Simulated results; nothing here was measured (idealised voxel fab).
Herein follows the process module entitled voxel transistor to metal.
We display cut, a cross-section 200 nm in width whose square cells are each 5 nm.
For the purposes of this document, a cross-section shall be understood as a grid of square cells, specified as bands listed in top-to-bottom order, each band consisting of one or more rows of cells. Read a band's entry like this: the first values are the height of its top and the height of its bottom in nm, and what follows is the sequence of materials from left to right, each with its width in nm. Note that "empty" is empty space, and that a single material marked "edge to edge" reaches across the band from edge to edge. The level at which height equals 0 is the one under which the wafer, as it arrives, is entirely one material. No lower edge exists for the bottom band, which continues downward and is notated as in "z 0 and below". The two numbers in a width such as "30 to 40" mark its ends across the band: the first belongs to the top row of cells, the second to the bottom row, and from each row to the next the width moves by the same amount. The cross-section has no changed cell in any step marked "nothing changed". Under "Closed cavities" you'll find the enclosed gaps, the ones with no way out to the top, that are 8 cells or bigger; each reads width x height at distance, with distance counted from the left edge, everything in nm. On a step's line, text after the settings is the simulator commenting on that step. Regarding "overlay nm": on a step with a mask, it is the distance the mask lay to the right of its planned place; a negative value places it to the left.
HERE'S WHAT THE PLANNED PROCESS STEPS LOOK LIKE
| 1 | op RECEIVE | material Si |
| 2 | op CONFORMAL_DEP | material SiO2 | thk nm 5 |
| 3 | op CONFORMAL_DEP | material SiN | thk nm 10 |
| 4 | op PATTERN | tone cover | mask id ACTIVE | material resist | width nm 120 | thk nm 15 | overlay nm 0 |
| 5 | op DIRECTIONAL_ETCH | etch materials SiN | depth nm 10 |
| 6 | op DIRECTIONAL_ETCH | etch materials SiO2 | depth nm 5 |
| 7 | op DIRECTIONAL_ETCH | etch materials Si | depth nm 20 |
| 8 | op STRIP | etch materials resist |
| 9 | op OXIDIZE | depth nm 5 |
| 10 | op FILL_DEP | material SiO2 | thk nm 10 |
| 11 | op CMP | height nm 15 |
| 12 | op SELECTIVE_ETCH | etch materials SiO2 | depth nm 10 |
| 13 | op STRIP | etch materials SiN |
| 14 | op SELECTIVE_ETCH | etch materials SiO2 | depth nm 5 |
| 15 | op OXIDIZE | depth nm 5 |
| 16 | op DIRECTIONAL_DEP | material polySi | thk nm 30 |
| 17 | op DIRECTIONAL_DEP | material SiCN | thk nm 15 |
| 18 | op DIRECTIONAL_DEP | material aC | thk nm 15 |
| 19 | op PATTERN | tone cover | mask id GATE | material resist | width nm 20 | thk nm 35 | overlay nm 0 |
| 20 | op DIRECTIONAL_ETCH | etch materials aC | depth nm 15 |
| 21 | op STRIP | etch materials resist |
| 22 | op DIRECTIONAL_ETCH | etch materials SiCN | depth nm 25 |
| 23 | op DIRECTIONAL_ETCH | etch materials polySi | depth nm 40 |
| 24 | op STRIP | etch materials aC |
| 25 | op CONFORMAL_DEP | material SiO2 | thk nm 5 |
| 26 | op DIRECTIONAL_ETCH | etch materials SiO2 | depth nm 5 |
| 27 | op CONFORMAL_DEP | material SiN | thk nm 5 |
| 28 | op DIRECTIONAL_ETCH | etch materials SiN | depth nm 5 |
| 29 | op DIRECTIONAL_ETCH | etch materials SiO2 | depth nm 5 |
| 30 | op DIRECTIONAL_ETCH | etch materials Si | depth nm 5 |
| 31 | op EPI | material nSi | thk nm 5 |
| 32 | op FILL_DEP | material SiO2 | thk nm 5 |
| 33 | op CMP | height nm 45 |
| 34 | op DIRECTIONAL_DEP | material SiO2 | thk nm 15 |
| 35 | op DIRECTIONAL_DEP | material aC | thk nm 15 |
| 36 | op PATTERN | tone open | mask id CONTACT | material resist | width nm 20 | pitch nm 80 | thk nm 30 | overlay nm 0 |
| 37 | op DIRECTIONAL_ETCH | etch materials aC | depth nm 15 |
| 38 | op STRIP | etch materials resist |
| 39 | op DIRECTIONAL_ETCH | etch materials SiO2 | depth nm 65 |
| 40 | op STRIP | etch materials aC |
| 41 | op CONFORMAL_DEP | material TiN | thk nm 5 |
| 42 | op FILL_DEP | material W | thk nm 10 |
| 43 | op CMP | height nm 60 |
| 44 | op DIRECTIONAL_DEP | material TiN | thk nm 5 |
| 45 | op DIRECTIONAL_DEP | material Ru | thk nm 20 |
| 46 | op PATTERN | tone cover | mask id METAL_1 | material resist | width nm 20 | pitch nm 80 | thk nm 20 | overlay nm 0 |
| 47 | op DIRECTIONAL_ETCH | etch materials Ru | depth nm 20 |
| 48 | op DIRECTIONAL_ETCH | etch materials TiN | depth nm 5 |
| 49 | op STRIP | etch materials resist |
| 50 | op FILL_DEP | material lowk | thk nm 10 |
| 51 | op CMP | height nm 85 |
| 52 | op CONFORMAL_DEP | material SiCN | thk nm 5 |
RUN AS PLANNED: FIRST OF TWO WAFERS
WAFER AT RECEIPT (POST STEP 1), CROSS-SECTION
> z 0 and below: Si edge to edge
> Closed cavities: none
PRESENTED HERE IS A CROSS-SECTION OF THE WAFER AFTER STEP 2 HAS BEEN PERFORMED
> z 5 to 0: SiO2 edge to edge
> Note: structure below 0 unchanged.
PRESENTED HERE IS A CROSS-SECTION OF THE WAFER AFTER STEP 3 HAS BEEN PERFORMED
> z 15 to 5: SiN edge to edge
> Note: structure below 5 unchanged.
PRESENTED HERE IS A CROSS-SECTION OF THE WAFER AFTER STEP 4 HAS BEEN PERFORMED
> z 30 to 15: empty 40 / resist 120 / empty 40
> Note: structure below 15 unchanged.
PRESENTED HERE IS A CROSS-SECTION OF THE WAFER AFTER STEP 5 HAS BEEN PERFORMED
> z 30 to 15: empty 40 / resist 120 / empty 40
> z 15 to 5: empty 40 / SiN 120 / empty 40
> Note: structure below 5 unchanged.
PRESENTED HERE IS A CROSS-SECTION OF THE WAFER AFTER STEP 6 HAS BEEN PERFORMED
> z 30 to 15: empty 40 / resist 120 / empty 40
> z 15 to 5: empty 40 / SiN 120 / empty 40
> z 5 to 0: empty 40 / SiO2 120 / empty 40
> Note: structure below 0 unchanged.
PRESENTED HERE IS A CROSS-SECTION OF THE WAFER AFTER STEP 7 HAS BEEN PERFORMED
> z 30 to 15: empty 40 / resist 120 / empty 40
> z 15 to 5: empty 40 / SiN 120 / empty 40
> z 5 to 0: empty 40 / SiO2 120 / empty 40
> z 0 to -20: empty 40 / Si 120 / empty 40
> Note: structure below -20 unchanged.
PRESENTED HERE IS A CROSS-SECTION OF THE WAFER AFTER STEP 8 HAS BEEN PERFORMED
> z 15 to 5: empty 40 / SiN 120 / empty 40
> Note: structure below 5 unchanged.
PRESENTED HERE IS A CROSS-SECTION OF THE WAFER AFTER STEP 9 HAS BEEN PERFORMED
> z 15 to 5: empty 40 / SiN 120 / empty 40
> z 5 to 0: empty 40 / SiO2 120 / empty 40
> z 0 to -20: empty 40 / SiO2 5 / Si 110 / SiO2 5 / empty 40
> z -20 to -25: SiO2 45 / Si 110 / SiO2 45
> Note: structure below -25 unchanged.
PRESENTED HERE IS A CROSS-SECTION OF THE WAFER AFTER STEP 10 HAS BEEN PERFORMED
> z 25 to 15: SiO2 edge to edge
> z 15 to 5: SiO2 40 / SiN 120 / SiO2 40
> z 5 to 0: SiO2 edge to edge
> z 0 to -25: SiO2 45 / Si 110 / SiO2 45
> Note: structure below -25 unchanged.
PRESENTED HERE IS A CROSS-SECTION OF THE WAFER AFTER STEP 11 HAS BEEN PERFORMED
> z 15 to 5: SiO2 40 / SiN 120 / SiO2 40
> Note: structure below 5 unchanged.
PRESENTED HERE IS A CROSS-SECTION OF THE WAFER AFTER STEP 12 HAS BEEN PERFORMED
> z 15 to 5: empty 40 / SiN 120 / empty 40
> Note: structure below 5 unchanged.
PRESENTED HERE IS A CROSS-SECTION OF THE WAFER AFTER STEP 13 HAS BEEN PERFORMED
> z 5 to 0: SiO2 edge to edge
> Note: structure below 0 unchanged.
PRESENTED HERE IS A CROSS-SECTION OF THE WAFER AFTER STEP 14 HAS BEEN PERFORMED
> z 0 to -25: SiO2 45 / Si 110 / SiO2 45
> Note: structure below -25 unchanged.
PRESENTED HERE IS A CROSS-SECTION OF THE WAFER AFTER STEP 15 HAS BEEN PERFORMED
> z 0 to -5: SiO2 edge to edge
> Note: structure below -5 unchanged.
PRESENTED HERE IS A CROSS-SECTION OF THE WAFER AFTER STEP 16 HAS BEEN PERFORMED
> z 30 to 0: polySi edge to edge
> Note: structure below 0 unchanged.
PRESENTED HERE IS A CROSS-SECTION OF THE WAFER AFTER STEP 17 HAS BEEN PERFORMED
> z 45 to 30: SiCN edge to edge
> Note: structure below 30 unchanged.
PRESENTED HERE IS A CROSS-SECTION OF THE WAFER AFTER STEP 18 HAS BEEN PERFORMED
> z 60 to 45: aC edge to edge
> Note: structure below 45 unchanged.
PRESENTED HERE IS A CROSS-SECTION OF THE WAFER AFTER STEP 19 HAS BEEN PERFORMED
> z 95 to 60: empty 90 / resist 20 / empty 90
> Note: structure below 60 unchanged.
PRESENTED HERE IS A CROSS-SECTION OF THE WAFER AFTER STEP 20 HAS BEEN PERFORMED
> z 80 to 60: empty 90 / resist 20 / empty 90
> z 60 to 45: empty 90 / aC 20 / empty 90
> Note: structure below 45 unchanged.
PRESENTED HERE IS A CROSS-SECTION OF THE WAFER AFTER STEP 21 HAS BEEN PERFORMED
> z 60 to 45: empty 90 / aC 20 / empty 90
> Note: structure below 45 unchanged.
PRESENTED HERE IS A CROSS-SECTION OF THE WAFER AFTER STEP 22 HAS BEEN PERFORMED
> z 60 to 45: empty 90 / aC 20 / empty 90
> z 45 to 30: empty 90 / SiCN 20 / empty 90
> Note: structure below 30 unchanged.
PRESENTED HERE IS A CROSS-SECTION OF THE WAFER AFTER STEP 23 HAS BEEN PERFORMED
> z 60 to 45: empty 90 / aC 20 / empty 90
> z 45 to 30: empty 90 / SiCN 20 / empty 90
> z 30 to 0: empty 90 / polySi 20 / empty 90
> Note: structure below 0 unchanged.
PRESENTED HERE IS A CROSS-SECTION OF THE WAFER AFTER STEP 24 HAS BEEN PERFORMED
> z 45 to 30: empty 90 / SiCN 20 / empty 90
> Note: structure below 30 unchanged.
PRESENTED HERE IS A CROSS-SECTION OF THE WAFER AFTER STEP 25 HAS BEEN PERFORMED
> z 50 to 45: empty 85 / SiO2 30 / empty 85
> z 45 to 30: empty 85 / SiO2 5 / SiCN 20 / SiO2 5 / empty 85
> z 30 to 5: empty 85 / SiO2 5 / polySi 20 / SiO2 5 / empty 85
> z 5 to 0: SiO2 90 / polySi 20 / SiO2 90
> Note: structure below 0 unchanged.
PRESENTED HERE IS A CROSS-SECTION OF THE WAFER AFTER STEP 26 HAS BEEN PERFORMED
> z 45 to 30: empty 85 / SiO2 5 / SiCN 20 / SiO2 5 / empty 85
> z 30 to 0: empty 85 / SiO2 5 / polySi 20 / SiO2 5 / empty 85
> Note: structure below 0 unchanged.
PRESENTED HERE IS A CROSS-SECTION OF THE WAFER AFTER STEP 27 HAS BEEN PERFORMED
> z 50 to 45: empty 80 / SiN 40 / empty 80
> z 45 to 30: empty 80 / SiN 5 / SiO2 5 / SiCN 20 / SiO2 5 / SiN 5 / empty 80
> z 30 to 5: empty 80 / SiN 5 / SiO2 5 / polySi 20 / SiO2 5 / SiN 5 / empty 80
> z 5 to 0: SiN 85 / SiO2 5 / polySi 20 / SiO2 5 / SiN 85
> Note: structure below 0 unchanged.
PRESENTED HERE IS A CROSS-SECTION OF THE WAFER AFTER STEP 28 HAS BEEN PERFORMED
> z 45 to 30: empty 80 / SiN 5 / SiO2 5 / SiCN 20 / SiO2 5 / SiN 5 / empty 80
> z 30 to 0: empty 80 / SiN 5 / SiO2 5 / polySi 20 / SiO2 5 / SiN 5 / empty 80
> Note: structure below 0 unchanged.
PRESENTED HERE IS A CROSS-SECTION OF THE WAFER AFTER STEP 29 HAS BEEN PERFORMED
> z 45 to 40: empty 80 / SiN 5 / empty 5 / SiCN 20 / empty 5 / SiN 5 / empty 80
> z 40 to 30: empty 80 / SiN 5 / SiO2 5 / SiCN 20 / SiO2 5 / SiN 5 / empty 80
> z 30 to 0: empty 80 / SiN 5 / SiO2 5 / polySi 20 / SiO2 5 / SiN 5 / empty 80
> z 0 to -5: empty 80 / SiO2 40 / empty 80
> Note: structure below -5 unchanged.
PRESENTED HERE IS A CROSS-SECTION OF THE WAFER AFTER STEP 30 HAS BEEN PERFORMED
> z 45 to 40: empty 80 / SiN 5 / empty 5 / SiCN 20 / empty 5 / SiN 5 / empty 80
> z 40 to 30: empty 80 / SiN 5 / SiO2 5 / SiCN 20 / SiO2 5 / SiN 5 / empty 80
> z 30 to 0: empty 80 / SiN 5 / SiO2 5 / polySi 20 / SiO2 5 / SiN 5 / empty 80
> z 0 to -5: empty 80 / SiO2 40 / empty 80
> z -5 to -10: SiO2 45 / empty 35 / Si 40 / empty 35 / SiO2 45
> Note: structure below -10 unchanged.
PRESENTED HERE IS A CROSS-SECTION OF THE WAFER AFTER STEP 31 HAS BEEN PERFORMED
> z 45 to 40: empty 80 / SiN 5 / empty 5 / SiCN 20 / empty 5 / SiN 5 / empty 80
> z 40 to 30: empty 80 / SiN 5 / SiO2 5 / SiCN 20 / SiO2 5 / SiN 5 / empty 80
> z 30 to 0: empty 80 / SiN 5 / SiO2 5 / polySi 20 / SiO2 5 / SiN 5 / empty 80
> z 0 to -5: empty 75 / nSi 5 / SiO2 40 / nSi 5 / empty 75
> z -5 to -10: SiO2 45 / nSi 35 / Si 40 / nSi 35 / SiO2 45
> Note: structure below -10 unchanged.
PRESENTED HERE IS A CROSS-SECTION OF THE WAFER AFTER STEP 32 HAS BEEN PERFORMED
> z 50 to 45: SiO2 edge to edge
> z 45 to 30: SiO2 80 / SiN 5 / SiO2 5 / SiCN 20 / SiO2 5 / SiN 5 / SiO2 80
> z 30 to 0: SiO2 80 / SiN 5 / SiO2 5 / polySi 20 / SiO2 5 / SiN 5 / SiO2 80
> z 0 to -5: SiO2 75 / nSi 5 / SiO2 40 / nSi 5 / SiO2 75
> Note: structure below -5 unchanged.
PRESENTED HERE IS A CROSS-SECTION OF THE WAFER AFTER STEP 33 HAS BEEN PERFORMED
> z 45 to 30: SiO2 80 / SiN 5 / SiO2 5 / SiCN 20 / SiO2 5 / SiN 5 / SiO2 80
> Note: structure below 30 unchanged.
PRESENTED HERE IS A CROSS-SECTION OF THE WAFER AFTER STEP 34 HAS BEEN PERFORMED
> z 60 to 45: SiO2 edge to edge
> Note: structure below 45 unchanged.
PRESENTED HERE IS A CROSS-SECTION OF THE WAFER AFTER STEP 35 HAS BEEN PERFORMED
> z 75 to 60: aC edge to edge
> Note: structure below 60 unchanged.
PRESENTED HERE IS A CROSS-SECTION OF THE WAFER AFTER STEP 36 HAS BEEN PERFORMED
> z 105 to 75: resist 50 / empty 20 / resist 60 / empty 20 / resist 50
> Note: structure below 75 unchanged.
PRESENTED HERE IS A CROSS-SECTION OF THE WAFER AFTER STEP 37 HAS BEEN PERFORMED
> z 90 to 75: resist 50 / empty 20 / resist 60 / empty 20 / resist 50
> z 75 to 60: aC 50 / empty 20 / aC 60 / empty 20 / aC 50
> Note: structure below 60 unchanged.
PRESENTED HERE IS A CROSS-SECTION OF THE WAFER AFTER STEP 38 HAS BEEN PERFORMED
> z 75 to 60: aC 50 / empty 20 / aC 60 / empty 20 / aC 50
> Note: structure below 60 unchanged.
PRESENTED HERE IS A CROSS-SECTION OF THE WAFER AFTER STEP 39 HAS BEEN PERFORMED
> z 75 to 60: aC 50 / empty 20 / aC 60 / empty 20 / aC 50
> z 60 to 45: SiO2 50 / empty 20 / SiO2 60 / empty 20 / SiO2 50
> z 45 to 30: SiO2 50 / empty 20 / SiO2 10 / SiN 5 / SiO2 5 / SiCN 20 / SiO2 5 / SiN 5 / SiO2 10 / empty 20 / SiO2 50
> z 30 to 0: SiO2 50 / empty 20 / SiO2 10 / SiN 5 / SiO2 5 / polySi 20 / SiO2 5 / SiN 5 / SiO2 10 / empty 20 / SiO2 50
> z 0 to -5: SiO2 50 / empty 20 / SiO2 5 / nSi 5 / SiO2 40 / nSi 5 / SiO2 5 / empty 20 / SiO2 50
> Note: structure below -5 unchanged.
PRESENTED HERE IS A CROSS-SECTION OF THE WAFER AFTER STEP 40 HAS BEEN PERFORMED
> z 60 to 45: SiO2 50 / empty 20 / SiO2 60 / empty 20 / SiO2 50
> Note: structure below 45 unchanged.
PRESENTED HERE IS A CROSS-SECTION OF THE WAFER AFTER STEP 41 HAS BEEN PERFORMED
> z 65 to 60: TiN 55 / empty 10 / TiN 70 / empty 10 / TiN 55
> z 60 to 45: SiO2 50 / TiN 5 / empty 10 / TiN 5 / SiO2 60 / TiN 5 / empty 10 / TiN 5 / SiO2 50
> z 45 to 30: SiO2 50 / TiN 5 / empty 10 / TiN 5 / SiO2 10 / SiN 5 / SiO2 5 / SiCN 20 / SiO2 5 / SiN 5 / SiO2 10 / TiN 5 / empty 10 / TiN 5 / SiO2 50
> z 30 to 0: SiO2 50 / TiN 5 / empty 10 / TiN 5 / SiO2 10 / SiN 5 / SiO2 5 / polySi 20 / SiO2 5 / SiN 5 / SiO2 10 / TiN 5 / empty 10 / TiN 5 / SiO2 50
> z 0 to -5: SiO2 50 / TiN 20 / SiO2 5 / nSi 5 / SiO2 40 / nSi 5 / SiO2 5 / TiN 20 / SiO2 50
> Note: structure below -5 unchanged.
PRESENTED HERE IS A CROSS-SECTION OF THE WAFER AFTER STEP 42 HAS BEEN PERFORMED
> z 75 to 65: W edge to edge
> z 65 to 60: TiN 55 / W 10 / TiN 70 / W 10 / TiN 55
> z 60 to 45: SiO2 50 / TiN 5 / W 10 / TiN 5 / SiO2 60 / TiN 5 / W 10 / TiN 5 / SiO2 50
> z 45 to 30: SiO2 50 / TiN 5 / W 10 / TiN 5 / SiO2 10 / SiN 5 / SiO2 5 / SiCN 20 / SiO2 5 / SiN 5 / SiO2 10 / TiN 5 / W 10 / TiN 5 / SiO2 50
> z 30 to 0: SiO2 50 / TiN 5 / W 10 / TiN 5 / SiO2 10 / SiN 5 / SiO2 5 / polySi 20 / SiO2 5 / SiN 5 / SiO2 10 / TiN 5 / W 10 / TiN 5 / SiO2 50
> Note: structure below 0 unchanged.
PRESENTED HERE IS A CROSS-SECTION OF THE WAFER AFTER STEP 43 HAS BEEN PERFORMED
> z 60 to 45: SiO2 50 / TiN 5 / W 10 / TiN 5 / SiO2 60 / TiN 5 / W 10 / TiN 5 / SiO2 50
> Note: structure below 45 unchanged.
PRESENTED HERE IS A CROSS-SECTION OF THE WAFER AFTER STEP 44 HAS BEEN PERFORMED
> z 65 to 60: TiN edge to edge
> Note: structure below 60 unchanged.
PRESENTED HERE IS A CROSS-SECTION OF THE WAFER AFTER STEP 45 HAS BEEN PERFORMED
> z 85 to 65: Ru edge to edge
> Note: structure below 65 unchanged.
PRESENTED HERE IS A CROSS-SECTION OF THE WAFER AFTER STEP 46 HAS BEEN PERFORMED
> z 105 to 85: empty 50 / resist 20 / empty 60 / resist 20 / empty 50
> Note: structure below 85 unchanged.
PRESENTED HERE IS A CROSS-SECTION OF THE WAFER AFTER STEP 47 HAS BEEN PERFORMED
> z 105 to 85: empty 50 / resist 20 / empty 60 / resist 20 / empty 50
> z 85 to 65: empty 50 / Ru 20 / empty 60 / Ru 20 / empty 50
> Note: structure below 65 unchanged.
PRESENTED HERE IS A CROSS-SECTION OF THE WAFER AFTER STEP 48 HAS BEEN PERFORMED
> z 105 to 85: empty 50 / resist 20 / empty 60 / resist 20 / empty 50
> z 85 to 65: empty 50 / Ru 20 / empty 60 / Ru 20 / empty 50
> z 65 to 60: empty 50 / TiN 20 / empty 60 / TiN 20 / empty 50
> Note: structure below 60 unchanged.
PRESENTED HERE IS A CROSS-SECTION OF THE WAFER AFTER STEP 49 HAS BEEN PERFORMED
> z 85 to 65: empty 50 / Ru 20 / empty 60 / Ru 20 / empty 50
> Note: structure below 65 unchanged.
PRESENTED HERE IS A CROSS-SECTION OF THE WAFER AFTER STEP 50 HAS BEEN PERFORMED
> z 95 to 85: lowk edge to edge
> z 85 to 65: lowk 50 / Ru 20 / lowk 60 / Ru 20 / lowk 50
> z 65 to 60: lowk 50 / TiN 20 / lowk 60 / TiN 20 / lowk 50
> Note: structure below 60 unchanged.
PRESENTED HERE IS A CROSS-SECTION OF THE WAFER AFTER STEP 51 HAS BEEN PERFORMED
> z 85 to 65: lowk 50 / Ru 20 / lowk 60 / Ru 20 / lowk 50
> Note: structure below 65 unchanged.
PRESENTED HERE IS A CROSS-SECTION OF THE WAFER AFTER STEP 52 HAS BEEN PERFORMED
> z 90 to 85: SiCN edge to edge
> Note: structure below 85 unchanged.
THE REMAINING WAFER, SECOND OF THE TWO, STARTED LIKE THE FIRST AND WAS RUN TO THE SAME PLAN, EXCEPT THAT ONE MISTAKE WAS MADE ALONG THE WAY; THE TWO COINCIDE THROUGH STEP 42, INCLUSIVE
Second wafer shown in cross-section at the time step 43 was slated to end: nothing changed
SECOND WAFER SHOWN IN CROSS-SECTION AT THE TIME STEP 44 WAS SLATED TO END
> z 80 to 75: TiN edge to edge
> Note: structure below 75 unchanged.
SECOND WAFER SHOWN IN CROSS-SECTION AT THE TIME STEP 45 WAS SLATED TO END
> z 100 to 80: Ru edge to edge
> Note: structure below 80 unchanged.
SECOND WAFER SHOWN IN CROSS-SECTION AT THE TIME STEP 46 WAS SLATED TO END
> z 120 to 100: empty 50 / resist 20 / empty 60 / resist 20 / empty 50
> Note: structure below 100 unchanged.
SECOND WAFER SHOWN IN CROSS-SECTION AT THE TIME STEP 47 WAS SLATED TO END
> z 120 to 100: empty 50 / resist 20 / empty 60 / resist 20 / empty 50
> z 100 to 80: empty 50 / Ru 20 / empty 60 / Ru 20 / empty 50
> Note: structure below 80 unchanged.
SECOND WAFER SHOWN IN CROSS-SECTION AT THE TIME STEP 48 WAS SLATED TO END
> z 120 to 100: empty 50 / resist 20 / empty 60 / resist 20 / empty 50
> z 100 to 80: empty 50 / Ru 20 / empty 60 / Ru 20 / empty 50
> z 80 to 75: empty 50 / TiN 20 / empty 60 / TiN 20 / empty 50
> Note: structure below 75 unchanged.
SECOND WAFER SHOWN IN CROSS-SECTION AT THE TIME STEP 49 WAS SLATED TO END
> z 100 to 80: empty 50 / Ru 20 / empty 60 / Ru 20 / empty 50
> Note: structure below 80 unchanged.
SECOND WAFER SHOWN IN CROSS-SECTION AT THE TIME STEP 50 WAS SLATED TO END
> z 110 to 100: lowk edge to edge
> z 100 to 80: lowk 50 / Ru 20 / lowk 60 / Ru 20 / lowk 50
> z 80 to 75: lowk 50 / TiN 20 / lowk 60 / TiN 20 / lowk 50
> Note: structure below 75 unchanged.
SECOND WAFER SHOWN IN CROSS-SECTION AT THE TIME STEP 51 WAS SLATED TO END
> z 85 to 80: lowk 50 / Ru 20 / lowk 60 / Ru 20 / lowk 50
> Note: structure below 80 unchanged.
SECOND WAFER SHOWN IN CROSS-SECTION AT THE TIME STEP 52 WAS SLATED TO END
> z 90 to 85: SiCN edge to edge
> Note: structure below 85 unchanged.
Processing error: with respect to the plan, step 43 was omitted and not executed
The final cell counts differ between the wafers, with the second having more or fewer of some materials than the first: 24 fewer of Ru, 36 more of TiN, 84 more of W, 96 fewer of lowk
